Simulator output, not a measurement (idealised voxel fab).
The process module presented herein is designated voxel transistor to metal.
We display cut, a cross-section 180 nm in width whose square cells are each 5 nm.
Heads up, the way a cross-section reads in here is a grid of square cells, handed over as bands from the top down, with every band being one or more rows of cells. The band entry comprises the height of the band's top followed by the height of its bottom, expressed in nm, and subsequently the band's materials from left to right, each stated together with its width in nm. Where a single material is marked with the word "everywhere", that material fills the band from edge to edge. The word "blank" represents empty space. Heights are measured from 0, the level below which the as-received wafer is all one material; the lowest band has no bottom and continues downward, written as in "from 0 down". Per-row width for "30 to 40": begins at first number (top row of band), ends at second number (bottom row), increment between rows held constant. "changes: none" (step): cross-section cells unchanged, all of them. Any empty space of 8 cells or more lacking an open way to the top shows up in "Closed void entries" as width x height at distance, distance from the left edge, in nm. On each step's line, the part that comes after the settings is the simulator's own comment on the step. When a step includes a mask, the "overlay nm" setting on its line states how far to the right of its planned place that mask lay, and negative values state how far to the left.
### Steps in the process plan
1,RECEIVE [material Si]
2,CONFORMAL_DEP [material SiO2] [thk nm 5]
3,CONFORMAL_DEP [material SiN] [thk nm 10]
4,MASKED_ETCH [tone cover] [mask id ACTIVE] [width nm 115] [etch materials SiN] [depth nm 10] [overlay nm 0]
5,MASKED_ETCH [tone cover] [mask id ACTIVE] [width nm 115] [etch materials SiO2] [depth nm 5] [overlay nm 0]
6,MASKED_ETCH [tone cover] [mask id ACTIVE] [width nm 105] [etch materials Si] [depth nm 30] [overlay nm 0]
7,OXIDIZE [depth nm 5]
8,FILL_DEP [material SiO2] [thk nm 10]
9,CMP [height nm 15]
10,SELECTIVE_ETCH [etch materials SiO2] [depth nm 5]
11,STRIP [etch materials SiN]
12,SELECTIVE_ETCH [etch materials SiO2] [depth nm 5]
13,OXIDIZE [depth nm 5]
14,DIRECTIONAL_DEP [material polySi] [thk nm 30]
15,DIRECTIONAL_DEP [material SiCN] [thk nm 15]
16,MASKED_ETCH [tone cover] [mask id GATE] [width nm 25] [etch materials SiCN] [depth nm 25] [overlay nm 0]
17,MASKED_ETCH [tone cover] [mask id GATE] [width nm 25] [etch materials polySi] [depth nm 40] [overlay nm 0]
18,CONFORMAL_DEP [material SiO2] [thk nm 5]
19,DIRECTIONAL_ETCH [etch materials SiO2] [depth nm 5]
20,CONFORMAL_DEP [material SiN] [thk nm 10]
21,DIRECTIONAL_ETCH [etch materials SiN] [depth nm 10]
22,DIRECTIONAL_ETCH [etch materials SiO2] [depth nm 5]
23,EPI [material SiGe] [thk nm 5]
24,FILL_DEP [material SiO2] [thk nm 5]
25,CMP [height nm 45]
26,DIRECTIONAL_DEP [material SiO2] [thk nm 10]
27,PATTERN [tone open] [mask id CONTACT] [material resist] [width nm 35] [pitch nm 70] [thk nm 15] [overlay nm 0]
28,DIRECTIONAL_ETCH [etch materials SiO2] [depth nm 55]
29,STRIP [etch materials resist]
30,CONFORMAL_DEP [material TiN] [thk nm 5]
31,FILL_DEP [material Ru] [thk nm 10]
32,CMP [height nm 55]
33,CONFORMAL_DEP [material SiCN] [thk nm 5]
34,DIRECTIONAL_DEP [material SiO2] [thk nm 25]
35,PATTERN [tone open] [mask id METAL_1] [material resist] [width nm 20] [pitch nm 85] [thk nm 15] [overlay nm 0]
36,DIRECTIONAL_ETCH [etch materials SiO2] [depth nm 25]
37,DIRECTIONAL_ETCH [etch materials SiCN] [depth nm 5]
38,STRIP [etch materials resist]
39,CONFORMAL_DEP [material TiN] [thk nm 5]
40,FILL_DEP [material Ru] [thk nm 5]
41,CMP [height nm 85]
42,CONFORMAL_DEP [material SiCN] [thk nm 5]
43,DIRECTIONAL_DEP [material lowk] [thk nm 30]
44,PATTERN [tone open] [mask id METAL_2] [material resist] [width nm 20] [pitch nm 85] [thk nm 15] [overlay nm 0]
45,DIRECTIONAL_ETCH [etch materials lowk] [depth nm 15]
46,STRIP [etch materials resist]
47,DIRECTIONAL_DEP [material aC] [thk nm 10]
48,PATTERN [tone open] [mask id METAL_2_HOLES] [material resist] [width nm 15] [pitch nm 85] [thk nm 25] [overlay nm 0]
49,DIRECTIONAL_ETCH [etch materials aC] [depth nm 10]
50,STRIP [etch materials resist]
51,DIRECTIONAL_ETCH [etch materials lowk] [depth nm 15]
52,DIRECTIONAL_ETCH [etch materials SiCN] [depth nm 5]
53,STRIP [etch materials aC]
54,CONFORMAL_DEP [material TiN] [thk nm 5]
55,FILL_DEP [material Ru] [thk nm 5]
56,CMP [height nm 120]
57,CONFORMAL_DEP [material SiCN] [thk nm 5]
It is noted that the wafers described herein are identical at the outset and are distinguished by the width nm of step 6; the value stated in the plan corresponds to the first wafer.
### First of several wafers, received after step 1, in cross-section
- from 0 down = Si everywhere
- Closed void entries: none
### First of several wafers: cross-section at the end of the module, after step 57, its last step
- from 125 to 120 = SiCN everywhere
- from 120 to 110 = lowk: 35 / TiN: 5 / Ru: 10 / TiN: 5 / lowk: 65 / TiN: 5 / Ru: 10 / TiN: 5 / lowk: 40
- from 110 to 105 = lowk: 35 / TiN: 5 / Ru: 5 / TiN: 10 / lowk: 65 / TiN: 5 / Ru: 5 / TiN: 10 / lowk: 40
- from 105 to 90 = lowk: 35 / TiN: 5 / Ru: 5 / TiN: 5 / lowk: 70 / TiN: 5 / Ru: 5 / TiN: 5 / lowk: 45
- from 90 to 85 = SiCN: 35 / TiN: 15 / SiCN: 70 / TiN: 15 / SiCN: 45
- from 85 to 60 = SiO2: 35 / TiN: 5 / Ru: 10 / TiN: 5 / SiO2: 65 / TiN: 5 / Ru: 10 / TiN: 5 / SiO2: 40
- from 60 to 55 = SiCN: 35 / TiN: 20 / SiCN: 65 / TiN: 20 / SiCN: 40
- from 55 to 45 = SiO2: 35 / TiN: 5 / Ru: 25 to 15 / TiN: 5 to 15 / SiO2: 35 / TiN: 5 to 15 / Ru: 25 to 15 / TiN: 5 / SiO2: 40
- from 45 to 30 = SiO2: 35 / TiN: 5 / Ru: 15 / TiN: 5 / SiN: 10 / SiO2: 5 / SiCN: 25 / SiO2: 5 / SiN: 10 / TiN: 5 / Ru: 15 / TiN: 5 / SiO2: 40
- from 30 to 10 = SiO2: 35 / TiN: 5 / Ru: 15 / TiN: 5 / SiN: 10 / SiO2: 5 / polySi: 25 / SiO2: 5 / SiN: 10 / TiN: 5 / Ru: 15 / TiN: 5 / SiO2: 40
- from 10 to 5 = SiO2: 35 / TiN: 10 / Ru: 10 / TiN: 5 / SiN: 10 / SiO2: 5 / polySi: 25 / SiO2: 5 / SiN: 10 / TiN: 5 / Ru: 10 / TiN: 10 / SiO2: 40
- from 5 to 0 = SiO2: 30 / SiN: 10 / TiN: 20 / SiN: 10 / SiO2: 5 / polySi: 25 / SiO2: 5 / SiN: 10 / TiN: 20 / SiN: 10 / SiO2: 35
- from 0 to -5 = SiO2: 40 / SiGe: 20 / SiO2: 55 / SiGe: 20 / SiO2: 45
- from -5 to -35 = SiO2: 35 / Si: 105 / SiO2: 40
- from -35 down = Si everywhere
- Closed void entries: none
### Last wafer x-sec, end of module
- from 125 to 120 = SiCN everywhere
- from 120 to 110 = lowk: 35 / TiN: 5 / Ru: 10 / TiN: 5 / lowk: 65 / TiN: 5 / Ru: 10 / TiN: 5 / lowk: 40
- from 110 to 105 = lowk: 35 / TiN: 5 / Ru: 5 / TiN: 10 / lowk: 65 / TiN: 5 / Ru: 5 / TiN: 10 / lowk: 40
- from 105 to 90 = lowk: 35 / TiN: 5 / Ru: 5 / TiN: 5 / lowk: 70 / TiN: 5 / Ru: 5 / TiN: 5 / lowk: 45
- from 90 to 85 = SiCN: 35 / TiN: 15 / SiCN: 70 / TiN: 15 / SiCN: 45
- from 85 to 60 = SiO2: 35 / TiN: 5 / Ru: 10 / TiN: 5 / SiO2: 65 / TiN: 5 / Ru: 10 / TiN: 5 / SiO2: 40
- from 60 to 55 = SiCN: 35 / TiN: 20 / SiCN: 65 / TiN: 20 / SiCN: 40
- from 55 to 45 = SiO2: 35 / TiN: 5 / Ru: 25 to 15 / TiN: 5 to 15 / SiO2: 35 / TiN: 5 to 15 / Ru: 25 to 15 / TiN: 5 / SiO2: 40
- from 45 to 30 = SiO2: 35 / TiN: 5 / Ru: 15 / TiN: 5 / SiN: 10 / SiO2: 5 / SiCN: 25 / SiO2: 5 / SiN: 10 / TiN: 5 / Ru: 15 / TiN: 5 / SiO2: 40
- from 30 to 10 = SiO2: 35 / TiN: 5 / Ru: 15 / TiN: 5 / SiN: 10 / SiO2: 5 / polySi: 25 / SiO2: 5 / SiN: 10 / TiN: 5 / Ru: 15 / TiN: 5 / SiO2: 40
- from 10 to 5 = SiO2: 35 / TiN: 10 / Ru: 10 / TiN: 5 / SiN: 10 / SiO2: 5 / polySi: 25 / SiO2: 5 / SiN: 10 / TiN: 5 / Ru: 10 / TiN: 10 / SiO2: 40
- from 5 to 0 = SiO2: 30 / SiN: 10 / TiN: 20 / SiN: 10 / SiO2: 5 / polySi: 25 / SiO2: 5 / SiN: 10 / TiN: 20 / SiN: 10 / SiO2: 35
- from 0 to -5 = SiO2: 40 / SiGe: 20 / SiO2: 55 / SiGe: 20 / SiO2: 45
- from -5 to -35 = SiO2: 30 / Si: 120 / SiO2: 30
- from -35 down = Si everywhere
- Closed void entries: none
### For your reference, the table is organized with a row per wafer; each row reflects the wafer at the end of the module, indicating for each material the cells gained (+) or lost (-) since receipt, and thereafter its closed voids
width nm 105 | +98 Ru | -126 Si | +109 SiCN | +8 SiGe | +40 SiN | +453 SiO2 | +114 TiN | +174 lowk | +30 polySi | Closed void entries: none
width nm 110 | +98 Ru | -126 Si | +109 SiCN | +8 SiGe | +40 SiN | +453 SiO2 | +114 TiN | +174 lowk | +30 polySi | Closed void entries: none
width nm 115 | +98 Ru | -126 Si | +109 SiCN | +8 SiGe | +40 SiN | +453 SiO2 | +114 TiN | +174 lowk | +30 polySi | Closed void entries: none
width nm 120 | +98 Ru | -120 Si | +109 SiCN | +8 SiGe | +40 SiN | +447 SiO2 | +114 TiN | +174 lowk | +30 polySi | Closed void entries: none
width nm 125 | +98 Ru | -114 Si | +109 SiCN | +8 SiGe | +40 SiN | +441 SiO2 | +114 TiN | +174 lowk | +30 polySi | Closed void entries: none
width nm 130 | +98 Ru | -108 Si | +109 SiCN | +8 SiGe | +40 SiN | +435 SiO2 | +114 TiN | +174 lowk | +30 polySi | Closed void entries: none
